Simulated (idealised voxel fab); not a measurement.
The process module presented herein is designated voxel transistor to metal.
We display cut, a cross-section 185 nm in width whose square cells are each 5 nm.
Cross-section, as written here: a square-cell grid given band by band from the top down, where a band holds one or more rows of cells. What a band's entry tells you: where the top is and where the bottom is, as heights in nm, and after that what lies inside, material by material from left to right, each with its width in nm. Empty space is written as the word "air", and a single material marked with the word "everywhere" occupies the band from edge to edge. All heights in this document are referenced to 0, defined as the level beneath which the wafer, as received, consists entirely of one material. The lowest band is not bounded below; it extends indefinitely downward and is written in the form "z 0 and below". You'd read "30 to 40" like this: the band's top row of cells is as wide as the first number, its bottom row is as wide as the second, and going down, every row changes width by the same amount as the row before did. "nothing changed" for a step: no cell of the cross-section changed in that step. Any empty space of 8 cells or more lacking an open way to the top shows up in "Closed cavities" as width x height at distance, distance from the left edge, in nm. What comes after the settings on a step's line is commentary from the simulator itself on that step. A step's line can hold "overlay nm"; with a mask on that step, the setting says how far right of the planned place the mask lay, while a negative setting says it lay to the left.

PLANNED STEP LIST FOR THE PROCESS
- 1: RECEIVE | material Si
- 2: CONFORMAL_DEP | material SiO2 | thk nm 5
- 3: CONFORMAL_DEP | material SiN | thk nm 10
- 4: DIRECTIONAL_DEP | material aC | thk nm 10
- 5: PATTERN | tone cover | mask id ACTIVE | material resist | width nm 100 | thk nm 25 | overlay nm 0
- 6: DIRECTIONAL_ETCH | etch materials aC | depth nm 10
- 7: STRIP | etch materials resist
- 8: DIRECTIONAL_ETCH | etch materials SiN | depth nm 10
- 9: DIRECTIONAL_ETCH | etch materials SiO2 | depth nm 5
- 10: DIRECTIONAL_ETCH | etch materials Si | depth nm 25
- 11: STRIP | etch materials aC
- 12: OXIDIZE | depth nm 5
- 13: FILL_DEP | material SiO2 | thk nm 5
- 14: CMP | height nm 15
- 15: SELECTIVE_ETCH | etch materials SiO2 | depth nm 5
- 16: STRIP | etch materials SiN
- 17: SELECTIVE_ETCH | etch materials SiO2 | depth nm 5
- 18: OXIDIZE | depth nm 5
- 19: DIRECTIONAL_DEP | material polySi | thk nm 30
- 20: DIRECTIONAL_DEP | material SiCN | thk nm 15
- 21: DIRECTIONAL_DEP | material aC | thk nm 15
- 22: PATTERN | tone cover | mask id GATE | material resist | width nm 30 | thk nm 35 | overlay nm 0
- 23: DIRECTIONAL_ETCH | etch materials aC | depth nm 15
- 24: STRIP | etch materials resist
- 25: DIRECTIONAL_ETCH | etch materials SiCN | depth nm 25
- 26: DIRECTIONAL_ETCH | etch materials polySi | depth nm 40
- 27: STRIP | etch materials aC
- 28: CONFORMAL_DEP | material SiN | thk nm 5
- 29: DIRECTIONAL_ETCH | etch materials SiN | depth nm 5
- 30: DIRECTIONAL_ETCH | etch materials SiO2 | depth nm 5
- 31: DIRECTIONAL_ETCH | etch materials Si | depth nm 10
- 32: EPI | material SiGe | thk nm 10
- 33: FILL_DEP | material SiO2 | thk nm 5
- 34: CMP | height nm 30
- 35: STRIP | etch materials polySi
- 36: SELECTIVE_ETCH | etch materials SiO2 | depth nm 5
- 37: CONFORMAL_DEP | material HfO2 | thk nm 5
- 38: CONFORMAL_DEP | material TiN | thk nm 5
- 39: FILL_DEP | material W | thk nm 5
- 40: CMP | height nm 25
- 41: DIRECTIONAL_DEP | material SiO2 | thk nm 15
- 42: PATTERN | tone open | mask id CONTACT | material resist | width nm 15 | pitch nm 75 | thk nm 20 | overlay nm 0
- 43: DIRECTIONAL_ETCH | etch materials SiO2 | depth nm 45
- 44: STRIP | etch materials resist
- 45: CONFORMAL_DEP | material TiN | thk nm 5
- 46: FILL_DEP | material W | thk nm 10
- 47: CMP | height nm 40
- 48: CONFORMAL_DEP | material SiCN | thk nm 5
- 49: DIRECTIONAL_DEP | material lowk | thk nm 15
- 50: MASKED_ETCH | tone open | mask id METAL_1 | width nm 15 | pitch nm 75 | etch materials lowk | depth nm 15 | overlay nm 0
- 51: MASKED_ETCH | tone open | mask id METAL_1 | width nm 15 | pitch nm 75 | etch materials SiCN | depth nm 5 | overlay nm 0
- 52: CONFORMAL_DEP | material TiN | thk nm 5
- 53: FILL_DEP | material Cu | thk nm 5
- 54: CMP | height nm 60
- 55: CONFORMAL_DEP | material SiCN | thk nm 5
- 56: DIRECTIONAL_DEP | material lowk | thk nm 35
- 57: DIRECTIONAL_DEP | material aC | thk nm 10
- 58: PATTERN | tone open | mask id METAL_2 | material resist | width nm 15 | pitch nm 75 | thk nm 25 | overlay nm 0
- 59: DIRECTIONAL_ETCH | etch materials aC | depth nm 10
- 60: STRIP | etch materials resist
- 61: DIRECTIONAL_ETCH | etch materials lowk | depth nm 20
- 62: STRIP | etch materials aC
- 63: DIRECTIONAL_DEP | material aC | thk nm 15
- 64: PATTERN | tone open | mask id METAL_2_HOLES | material resist | width nm 15 | pitch nm 75 | thk nm 30 | overlay nm 0
- 65: DIRECTIONAL_ETCH | etch materials aC | depth nm 15
- 66: STRIP | etch materials resist
- 67: DIRECTIONAL_ETCH | etch materials lowk | depth nm 15
- 68: DIRECTIONAL_ETCH | etch materials SiCN | depth nm 5
- 69: STRIP | etch materials aC
- 70: CONFORMAL_DEP | material TiN | thk nm 5
- 71: FILL_DEP | material Cu | thk nm 10
- 72: CMP | height nm 100
- 73: CONFORMAL_DEP | material SiCN | thk nm 5

CROSS-SECTION OF THE WAFER UPON ARRIVAL, REPRESENTING THE STATE REACHED AFTER STEP 1
    z 0 and below: Si everywhere
    Closed cavities: none

WHAT THE WAFER LOOKS LIKE IN CROSS-SECTION AFTER THIS MODULE, WHEN IT STARTS AS SHOWN ABOVE AND FOLLOWS THE PLAN ABOVE BUT ONE MISTAKE IS MADE IN RUNNING IT
    z 105 to 100: SiCN everywhere
    z 100 to 65: lowk (45)  TiN (5)  Cu (5)  TiN (5)  lowk (60)  TiN (5)  Cu (5)  TiN (5)  lowk (50)
    z 65 to 60: SiCN (45)  TiN (15)  SiCN (60)  TiN (15)  SiCN (50)
    z 60 to 50: lowk (40)  TiN (5)  Cu (15)  TiN (5)  lowk (50)  TiN (5)  Cu (15)  TiN (5)  lowk (45)
    z 50 to 45: lowk (40)  TiN (10)  Cu (5)  TiN (10)  lowk (50)  TiN (10)  Cu (5)  TiN (10)  lowk (45)
    z 45 to 40: SiCN (45)  TiN (15)  SiCN (60)  TiN (15)  SiCN (50)
    z 40 to 25: SiO2 (45)  TiN (5)  W (5)  TiN (5)  SiO2 (60)  TiN (5)  W (5)  TiN (5)  SiO2 (50)
    z 25 to 5: SiO2 (45)  TiN (5)  W (5)  TiN (5)  SiO2 (10)  SiN (5)  HfO2 (5)  TiN (5)  W (10)  TiN (5)  HfO2 (5)  SiN (5)  SiO2 (10)  TiN (5)  W (5)  TiN (5)  SiO2 (50)
    z 5 to 0: SiO2 (35)  SiN (5)  SiO2 (5)  TiN (5)  W (5)  TiN (5)  SiGe (10)  SiN (5)  HfO2 (5)  TiN (20)  HfO2 (5)  SiN (5)  SiGe (10)  TiN (5)  W (5)  TiN (5)  SiO2 (5)  SiN (5)  SiO2 (40)
    z 0 to -5: SiO2 (45)  TiN (15)  SiGe (10)  HfO2 (40)  SiGe (10)  TiN (15)  SiO2 (50)
    z -5 to -15: SiO2 (45)  SiGe (25)  Si (40)  SiGe (25)  SiO2 (50)
    z -15 to -30: SiO2 (45)  Si (90)  SiO2 (50)
    z -30 and below: Si everywhere
    Closed cavities: none
Which mistake was made when the wafer was run? the process deviated at step 50: the operation and settings actually run there were MASKED_ETCH | tone open | mask id METAL_1 | width nm 25 | pitch nm 75 | etch materials lowk | depth nm 15 | overlay nm 0
